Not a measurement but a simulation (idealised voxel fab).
Process module heading - voxel capacitor over wiring
cross-section cut | 280 nm wide | cells 5 nm
Notation: cross-section as square-cell grid; stated in bands, top first, going down; one or more cell rows per band. It is stipulated that each band's entry specify, in nanometres, the height of the top of the band and then that of its bottom, followed by the materials of the band in left-to-right sequence, each together with its width in nanometres. A single material marked by the word "throughout" is understood to fill the band from edge to edge; the word "air" is understood to denote empty space. Below 0: as-received wafer, all one material; heights counted from there. Lowest band: no bottom, goes on down, written "top 0, no bottom". The two numbers in a width such as "30..40" mark its ends across the band: the first belongs to the top row of cells, the second to the bottom row, and from each row to the next the width moves by the same amount. Take "remained unchanged" at face value: in the step it is given for, the cross-section changed in none of its cells. In the "Entrapped void list" entry, you get each enclosed empty space of 8 cells or more, one with no open way to the top, written width x height at distance, distance from the left edge, in nm. It should be noted that, on the line of a given step, the content following the step's settings is a remark produced by the simulator itself with respect to that step. Steps that use a mask can have "overlay nm" on their line. It says how far the mask sat to the right of where it was meant to be. Negative means to the left.
# Planned process steps
1 RECEIVE: material Si
2 CONFORMAL_DEP: material SiO2, thk nm 5
3 CONFORMAL_DEP: material SiN, thk nm 5
4 DIRECTIONAL_DEP: material lowk, thk nm 25
5 PATTERN: tone open, mask id METAL_1, material resist, width nm 30, pitch nm 80, thk nm 20, overlay nm 0
6 DIRECTIONAL_ETCH: etch materials lowk, depth nm 25
7 DIRECTIONAL_ETCH: etch materials SiN, depth nm 5
8 STRIP: etch materials resist
9 CONFORMAL_DEP: material TiN, thk nm 5
10 FILL_DEP: material Cu, thk nm 10
11 CMP: height nm 40
12 CONFORMAL_DEP: material SiCN, thk nm 5
13 DIRECTIONAL_DEP: material lowk, thk nm 20
14 DIRECTIONAL_DEP: material aC, thk nm 15
15 PATTERN: tone open, mask id PLUG_1, material resist, width nm 15, thk nm 35, overlay nm 0
16 DIRECTIONAL_ETCH: etch materials aC, depth nm 15
17 STRIP: etch materials resist
18 DIRECTIONAL_ETCH: etch materials lowk, depth nm 20
19 DIRECTIONAL_ETCH: etch materials SiCN, depth nm 5
20 STRIP: etch materials aC
21 CONFORMAL_DEP: material TiN, thk nm 5
22 FILL_DEP: material Ru, thk nm 10
23 CMP: height nm 65
24 DIRECTIONAL_DEP: material TiN, thk nm 10
25 DIRECTIONAL_DEP: material HfO2, thk nm 5
26 DIRECTIONAL_DEP: material TiN, thk nm 5
27 PATTERN: tone cover, mask id UPPER_PLATE, material resist, width nm 55, thk nm 15, overlay nm 0
28 DIRECTIONAL_ETCH: etch materials TiN, depth nm 5
29 DIRECTIONAL_ETCH: etch materials HfO2, depth nm 5
30 STRIP: etch materials resist
31 PATTERN: tone cover, mask id LOWER_PLATE, material resist, width nm 65, thk nm 15, overlay nm 0
32 DIRECTIONAL_ETCH: etch materials TiN, depth nm 10
33 STRIP: etch materials resist
34 FILL_DEP: material SiO2, thk nm 20
35 CMP: height nm 100
36 PATTERN: tone open, mask id PLUG_2, material resist, width nm 15, thk nm 20, overlay nm 0
37 DIRECTIONAL_ETCH: etch materials SiO2, depth nm 15
38 STRIP: etch materials resist
39 CONFORMAL_DEP: material TiN, thk nm 5
40 FILL_DEP: material Ru, thk nm 10
41 CMP: height nm 100
42 CONFORMAL_DEP: material SiN, thk nm 5
It is noted that the wafers described herein are identical at the outset and are distinguished by the thk nm of step 2; the value stated in the plan corresponds to the first wafer.
# Cross-section of the first of several received wafers, showing its state after step 1
  top 0, no bottom | Si throughout
  Entrapped void list: none
# End of module, by wafer: material-by-material cell gain (+) or loss (-) since receipt, then closed voids
thk nm 5, +48 Cu, +11 HfO2, +6 Ru, +53 SiCN, +100 SiN, +391 SiO2, +135 TiN, +432 lowk, Entrapped void list: none
thk nm 10, +40 Cu, +11 HfO2, +6 Ru, +53 SiCN, +100 SiN, +447 SiO2, +87 TiN, +432 lowk, Entrapped void list: none
thk nm 15, +32 Cu, +11 HfO2, +6 Ru, +53 SiCN, +100 SiN, +503 SiO2, +83 TiN, +388 lowk, Entrapped void list: none
thk nm 20, +24 Cu, +11 HfO2, +6 Ru, +53 SiCN, +100 SiN, +559 SiO2, +79 TiN, +344 lowk, Entrapped void list: none
thk nm 25, +16 Cu, +11 HfO2, +6 Ru, +53 SiCN, +100 SiN, +615 SiO2, +75 TiN, +300 lowk, Entrapped void list: none
